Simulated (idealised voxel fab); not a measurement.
process module | voxel capacitor over wiring
cross-section cut | 290 nm wide | cells 5 nm
A cross-section is a grid of square cells, given in bands from the top down. A band is one or more rows of cells.
Each band's line starts with the height of the band's top and of its bottom, in nm. Then come its materials from left to right, each with its width in nm. One material with "throughout" fills the band from edge to edge. "air" is empty space.
Height 0 is the level under which the wafer as received is all one material. The lowest band goes on downwards, as in "0 down".
A width such as "30 to 40" changes by the same amount from each row of cells to the next, from the band's top row to its bottom row.
"no change" after a step means that no cell of the cross-section changed.
closed voids: empty space of 8 cells or more with no open way to the top, each as width x height at its distance from the left edge, in nm
after a step's settings: what the simulator itself notes on the step
overlay nm, on a step with a mask: how far to the right of its planned place the mask lay; to the left if negative
plan
1 op RECEIVE | material Si
2 op CONFORMAL_DEP | material SiO2 | thk nm 15
3 op DIRECTIONAL_DEP | material TiN | thk nm 5
4 op DIRECTIONAL_DEP | material Ru | thk nm 20
5 op DIRECTIONAL_DEP | material aC | thk nm 15
6 op PATTERN | tone cover | mask id METAL_1 | material resist | width nm 30 | pitch nm 95 | thk nm 35 | overlay nm 0
7 op DIRECTIONAL_ETCH | etch materials aC | depth nm 15
8 op STRIP | etch materials resist
9 op DIRECTIONAL_ETCH | etch materials Ru | depth nm 20
10 op DIRECTIONAL_ETCH | etch materials TiN | depth nm 5
11 op STRIP | etch materials aC
12 op FILL_DEP | material lowk | thk nm 5
13 op CMP | height nm 40
14 op CONFORMAL_DEP | material SiCN | thk nm 5
15 op DIRECTIONAL_DEP | material SiO2 | thk nm 15
16 op DIRECTIONAL_DEP | material aC | thk nm 10
17 op PATTERN | tone open | mask id PLUG_1 | material resist | width nm 15 | thk nm 25 | overlay nm 0
18 op DIRECTIONAL_ETCH | etch materials aC | depth nm 10
19 op STRIP | etch materials resist
20 op DIRECTIONAL_ETCH | etch materials SiO2 | depth nm 15
21 op DIRECTIONAL_ETCH | etch materials SiCN | depth nm 5
22 op STRIP | etch materials aC
23 op CONFORMAL_DEP | material TiN | thk nm 5
24 op FILL_DEP | material Cu | thk nm 10
25 op CMP | height nm 60
26 op DIRECTIONAL_DEP | material TiN | thk nm 10
27 op DIRECTIONAL_DEP | material Al2O3 | thk nm 5
28 op DIRECTIONAL_DEP | material TiN | thk nm 10
29 op PATTERN | tone cover | mask id UPPER_PLATE | material resist | width nm 70 | thk nm 15 | overlay nm 0
30 op DIRECTIONAL_ETCH | etch materials TiN | depth nm 10
31 op DIRECTIONAL_ETCH | etch materials Al2O3 | depth nm 5
32 op STRIP | etch materials resist
33 op MASKED_ETCH | tone cover | mask id LOWER_PLATE | width nm 80 | etch materials TiN | depth nm 10 | overlay nm 0
34 op FILL_DEP | material SiO2 | thk nm 20
35 op CMP | height nm 100
36 op MASKED_ETCH | tone open | mask id PLUG_2 | width nm 15 | etch materials SiO2 | depth nm 15 | overlay nm 0
37 op CONFORMAL_DEP | material TiN | thk nm 5
38 op FILL_DEP | material W | thk nm 10
39 op CMP | height nm 100
40 op CONFORMAL_DEP | material SiN | thk nm 5
as received, after step 1
  0 down: Si throughout
  closed voids: none
a wafer at the end: this start, this plan, one mistake
  105 to 100: SiN throughout
  100 to 90: SiO2 105 | TiN 5 | W 5 | TiN 5 | SiO2 170
  90 to 85: SiO2 105 | TiN 15 | SiO2 170
  85 to 75: SiO2 95 | TiN 75 | SiO2 120
  75 to 70: SiO2 95 | Al2O3 75 | SiO2 120
  70 to 60: SiO2 90 | TiN 80 | SiO2 120
  60 to 45: SiO2 95 | TiN 5 | Cu 5 | TiN 5 | SiO2 180
  45 to 40: SiCN 95 | TiN 15 | SiCN 180
  40 to 20: lowk 80 | Ru 30 | lowk 65 | Ru 30 | lowk 85
  20 to 15: lowk 80 | TiN 30 | lowk 65 | TiN 30 | lowk 85
  15 to 0: SiO2 throughout
  0 down: Si throughout
  closed voids: none
what went wrong: step 29 ran as: op PATTERN | tone cover | mask id UPPER_PLATE | material resist | width nm 75 | thk nm 15 | overlay nm 0
